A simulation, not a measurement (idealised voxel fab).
This section sets out a process module, namely voxel air gaps.
cross-section cut | 210 nm wide | cells 5 nm
Cross-sections here: square-cell grids, written as top-down lists of bands, a band being one or more rows of cells.
Per band: top height and bottom height in nm, followed by the left-to-right materials and their widths in nm; "full width" marks a single material spanning edge to edge, "empty" marks empty space.
It should be noted that heights are counted from 0, beneath which the wafer as supplied is of one material throughout, and that the lowest band possesses no lower boundary but continues downward, as written in "z 0 and below".
Note: "30..40" means the width goes from the first number (top row of the band) to the second number (bottom row) in equal steps per row of cells.
It should be understood that the words "no change occurred", when stated for a given step, signify that the cross-section underwent no change in any of its cells during that step.
Each empty space that has no open way to the top and spans at least 8 cells appears under "Closed-off voids" as width x height at distance, the distance counted from the left edge, all in nm.
On a step's line, text after the settings is the simulator commenting on that step.
A step's line can hold "overlay nm"; with a mask on that step, the setting says how far right of the planned place the mask lay, while a negative setting says it lay to the left.
# The steps planned for the process are as follows
- 1: RECEIVE | material Si
- 2: CONFORMAL_DEP | material SiO2 | thk nm 15
- 3: CONFORMAL_DEP | material SiCN | thk nm 5
- 4: DIRECTIONAL_DEP | material SiO2 | thk nm 30
- 5: DIRECTIONAL_DEP | material aC | thk nm 10
- 6: PATTERN | tone open | mask id LINES | material resist | width nm 20 | pitch nm 50 | thk nm 30 | overlay nm 0
- 7: DIRECTIONAL_ETCH | etch materials aC | depth nm 10
- 8: STRIP | etch materials resist
- 9: DIRECTIONAL_ETCH | etch materials SiO2 | depth nm 30
- 10: STRIP | etch materials aC
- 11: CONFORMAL_DEP | material TiN | thk nm 5
- 12: FILL_DEP | material W | thk nm 5
- 13: CMP | height nm 50
- 14: EPI | material Ru | thk nm 10
- 15: SELECTIVE_ETCH | etch materials SiO2 | depth nm 40
- 16: CONFORMAL_DEP | material SiCN | thk nm 5
# Cross-section: wafer on arrival = after step 1
  z 0 and below | Si full width
  Closed-off voids: none
# First of two wafers: cross-section at end of module, run per plan
  z 65 to 60 | empty: 5 / SiCN: 200 / empty: 5
  z 60 to 50 | empty: 5 / SiCN: 5 / Ru: 40 / SiCN: 10 / Ru: 40 / SiCN: 10 / Ru: 40 / SiCN: 10 / Ru: 40 / SiCN: 5 / empty: 5
  z 50 to 45 | empty: 5 / SiCN: 15 / TiN: 5 / W: 10 / TiN: 5 / SiCN: 30 / TiN: 5 / W: 10 / TiN: 5 / SiCN: 30 / TiN: 5 / W: 10 / TiN: 5 / SiCN: 30 / TiN: 5 / W: 10 / TiN: 5 / SiCN: 15 / empty: 5
  z 45 to 25 | empty: 15 / SiCN: 5 / TiN: 5 / W: 10 / TiN: 5 / SiCN: 5 / empty: 20 / SiCN: 5 / TiN: 5 / W: 10 / TiN: 5 / SiCN: 5 / empty: 20 / SiCN: 5 / TiN: 5 / W: 10 / TiN: 5 / SiCN: 5 / empty: 20 / SiCN: 5 / TiN: 5 / W: 10 / TiN: 5 / SiCN: 5 / empty: 15
  z 25 to 20 | SiCN: 20 / TiN: 20 / SiCN: 30 / TiN: 20 / SiCN: 30 / TiN: 20 / SiCN: 30 / TiN: 20 / SiCN: 20
  z 20 to 15 | SiCN full width
  z 15 to 0 | SiO2 full width
  z 0 and below | Si full width
  Closed-off voids: 20 x 20 at 45; 20 x 20 at 95; 20 x 20 at 145
# Here is the second of the two wafers cut open at the end of the module - same start, same plan as the first one, but we made one mistake running it
  z 65 to 60 | SiCN full width
  z 60 to 50 | Ru full width
  z 50 to 45 | TiN: 25 / W: 10 / TiN: 40 / W: 10 / TiN: 40 / W: 10 / TiN: 40 / W: 10 / TiN: 25
  z 45 to 20 | SiO2: 20 / TiN: 5 / W: 10 / TiN: 5 / SiO2: 30 / TiN: 5 / W: 10 / TiN: 5 / SiO2: 30 / TiN: 5 / W: 10 / TiN: 5 / SiO2: 30 / TiN: 5 / W: 10 / TiN: 5 / SiO2: 20
  z 20 to 15 | SiO2: 20 / TiN: 20 / SiO2: 30 / TiN: 20 / SiO2: 30 / TiN: 20 / SiO2: 30 / TiN: 20 / SiO2: 20
  z 15 to 0 | SiO2 full width
  z 0 and below | Si full width
  Closed-off voids: none
Processing error: heads up, step 3 of the plan was skipped and never actually ran
Per the end-of-run cell counts, the second wafer holds more or fewer of some materials than the first: 20 more of Ru; 138 fewer of SiCN; 156 more of SiO2; 34 more of TiN; 8 more of W
The closed voids present at the end amount to 3 for the first wafer and 0 for the second wafer.
